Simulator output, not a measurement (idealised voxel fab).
The following process module bears the name voxel lift off.
215 nm wide, 5 nm square cells: that's cross-section cut.
Notation: cross-section as square-cell grid; stated in bands, top first, going down; one or more cell rows per band.
It is stipulated that each band's entry specify, in nanometres, the height of the top of the band and then that of its bottom, followed by the materials of the band in left-to-right sequence, each together with its width in nanometres. A single material marked by the word "edge to edge" is understood to fill the band from edge to edge; the word "empty" is understood to denote empty space.
Heights are expressed relative to 0, this being the level below which the as-received wafer comprises one material exclusively. The lowest band is unbounded in the downward direction and is denoted as in "0..down".
The expression "30..40" gives the width at the extremes of the band, the first number at its top row of cells and the second at its bottom row, with the width changing by equal amounts from each row to the next in between.
"changes: none" means the step left every cell of the cross-section as it was.
Reported under the label "Closed void listing" are the empty spaces having no open way to the top and comprising 8 cells or more; the notation for each is width x height at distance, in which the distance is measured from the left edge and all three values are in nm.
Anything after a step's settings on that line? It's the simulator's own note about the step.
You can add "overlay nm" to a step's line. For a step with a mask, it describes how far the mask lay to the right of its planned position, and a negative number describes a lay to the left.

Steps planned for the process
1,RECEIVE,material Si
2,CONFORMAL_DEP,material Al2O3,thk nm 5
3,PATTERN,tone open,mask id LINES,material resist,width nm 25,pitch nm 40,thk nm 20,overlay nm 0
4,DIRECTIONAL_DEP,material Ru,thk nm 10
5,STRIP,etch materials resist
6,CONFORMAL_DEP,material SiCN,thk nm 5

Step 1 complete: cross-section of the wafer as received
	0..down | Si edge to edge
	Closed void listing: none

The first of the two wafers as seen in cross-section once the module was finished; processing followed the plan
	20..15 | empty 30, then SiCN 35, then empty 5, then SiCN 35, then empty 5, then SiCN 35, then empty 5, then SiCN 35, then empty 30
	15..10 | empty 30, then SiCN 5, then Ru 25, then SiCN 5, then empty 5, then SiCN 5, then Ru 25, then SiCN 5, then empty 5, then SiCN 5, then Ru 25, then SiCN 5, then empty 5, then SiCN 5, then Ru 25, then SiCN 5, then empty 30
	10..5 | SiCN 35, then Ru 25, then SiCN 15, then Ru 25, then SiCN 15, then Ru 25, then SiCN 15, then Ru 25, then SiCN 35
	5..0 | Al2O3 edge to edge
	0..down | Si edge to edge
	Closed void listing: none

Cross-sectional view: second of two wafers, end of module; start and plan identical to the first, one mistake in running
	20..15 | SiCN 40, then empty 15, then SiCN 25, then empty 15, then SiCN 25, then empty 15, then SiCN 25, then empty 15, then SiCN 40
	15..10 | Ru 35, then SiCN 5, then empty 15, then SiCN 5, then Ru 15, then SiCN 5, then empty 15, then SiCN 5, then Ru 15, then SiCN 5, then empty 15, then SiCN 5, then Ru 15, then SiCN 5, then empty 15, then SiCN 5, then Ru 35
	10..5 | Ru 35, then SiCN 25, then Ru 15, then SiCN 25, then Ru 15, then SiCN 25, then Ru 15, then SiCN 25, then Ru 35
	5..0 | Al2O3 edge to edge
	0..down | Si edge to edge
	Closed void listing: none
So what did we get wrong on this run? step 3 was not run as planned; what actually ran was PATTERN,tone cover,mask id LINES,material resist,width nm 25,pitch nm 40,thk nm 20,overlay nm 0
The second wafer ends with more or fewer cells of some materials than the first, per final count: 6 more of Ru
